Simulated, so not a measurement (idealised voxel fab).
The document below concerns the process module designated voxel gate over fins.
Square cell edge 5 nm, section width 165 nm, ID cut.
When this document writes out a cross-section, it uses a grid of square cells and lists it as bands, beginning at the top and moving down, with a band standing for one or more rows of cells. For a band, the entry starts with two heights in nm, that of the top and then that of the bottom, and carries on with the band's materials in order from left to right, each alongside its width in nm; the word "throughout" beside a single material means it fills the band edge to edge, and "air" means empty space. All heights in this document are referenced to 0, defined as the level beneath which the wafer, as received, consists entirely of one material. The lowest band is not bounded below; it extends indefinitely downward and is written in the form "top 0, no bottom". The notation "30..40" denotes a width that varies across the rows of cells in the band, beginning at the first number in the top row, finishing at the second number in the bottom row, and changing by an identical amount from each row to the next. "no modifications" (step): cross-section cells unchanged, all of them. Look at "Sealed void listing" for the closed voids: empty spaces with no open path to the top, sized 8 cells or up. Each is width x height at distance, distance from the left edge, all nm. That trailing text on a step's line, after the settings, is the simulator's own remark on the step. Regarding "overlay nm": on a step with a mask, it is the distance the mask lay to the right of its planned place; a negative value places it to the left.

**Listed below are the process steps as planned**
1,RECEIVE (material Si)
2,CONFORMAL_DEP (material SiN; thk nm 5)
3,PATTERN (tone cover; mask id FINS; material resist; width nm 15; pitch nm 60; thk nm 20; overlay nm 0)
4,DIRECTIONAL_ETCH (etch materials SiN; depth nm 5)
5,DIRECTIONAL_ETCH (etch materials Si; depth nm 30)
6,STRIP (etch materials resist)
7,OXIDIZE (depth nm 5)
8,FILL_DEP (material SiO2; thk nm 5)
9,CMP (height nm 5)
10,MASKED_ETCH (tone open; mask id RAIL; width nm 15; etch materials SiO2; depth nm 30; overlay nm 0)
11,CONFORMAL_DEP (material TiN; thk nm 5)
12,FILL_DEP (material W; thk nm 10)
13,CMP (height nm 5)
14,SELECTIVE_ETCH (etch materials W Ru TiN; depth nm 25)
15,FILL_DEP (material SiO2; thk nm 5)
16,CMP (height nm 5)
17,SELECTIVE_ETCH (etch materials SiO2; depth nm 20)
18,STRIP (etch materials SiN)
19,CONFORMAL_DEP (material HfO2; thk nm 5)
20,CONFORMAL_DEP (material TiN; thk nm 5)
21,FILL_DEP (material W; thk nm 15)
22,CMP (height nm 20)
23,CONFORMAL_DEP (material SiN; thk nm 10)

**Cross-section, incoming material, after step 1**
> top 0, no bottom = Si throughout
> Sealed void listing: none

**Wafer at module end, in section. Began as above, planned as above, run with one mistake**
> top 30, bottom 20 = SiN throughout
> top 20, bottom 10 = W throughout
> top 10, bottom 5 = 10 of W, 25 of TiN, 35 of W, 25 of TiN, 35 of W, 25 of TiN, 10 of W
> top 5, bottom 0 = 10 of W, 5 of TiN, 15 of HfO2, 5 of TiN, 35 of W, 5 of TiN, 15 of HfO2, 5 of TiN, 35 of W, 5 of TiN, 15 of HfO2, 5 of TiN, 10 of W
> top 0, bottom -5 = 10 of W, 5 of TiN, 5 of HfO2, 5 of Si, 5 of HfO2, 5 of TiN, 35 of W, 5 of TiN, 5 of HfO2, 5 of Si, 5 of HfO2, 5 of TiN, 35 of W, 5 of TiN, 5 of HfO2, 5 of Si, 5 of HfO2, 5 of TiN, 10 of W
> top -5, bottom -10 = 15 of TiN, 5 of HfO2, 5 of Si, 5 of HfO2, 45 of TiN, 5 of HfO2, 5 of Si, 5 of HfO2, 45 of TiN, 5 of HfO2, 5 of Si, 5 of HfO2, 15 of TiN
> top -10, bottom -15 = 20 of HfO2, 5 of Si, 55 of HfO2, 5 of Si, 55 of HfO2, 5 of Si, 20 of HfO2
> top -15, bottom -20 = 20 of SiO2, 5 of Si, 55 of SiO2, 5 of Si, 55 of SiO2, 5 of Si, 20 of SiO2
> top -20, bottom -25 = 15 of TiN, 5 of SiO2, 5 of Si, 5 of SiO2, 15 of TiN, 15 of SiO2, 15 of TiN, 5 of SiO2, 5 of Si, 5 of SiO2, 45 of TiN, 5 of SiO2, 5 of Si, 5 of SiO2, 15 of TiN
> top -25, bottom -35 = 20 of SiO2, 5 of Si, 55 of SiO2, 5 of Si, 55 of SiO2, 5 of Si, 20 of SiO2
> top -35, no bottom = Si throughout
> Sealed void listing: none
Where did the run depart from the plan? planned and actual differ for step 10; actual: MASKED_ETCH (tone cover; mask id RAIL; width nm 15; etch materials SiO2; depth nm 30; overlay nm 0)
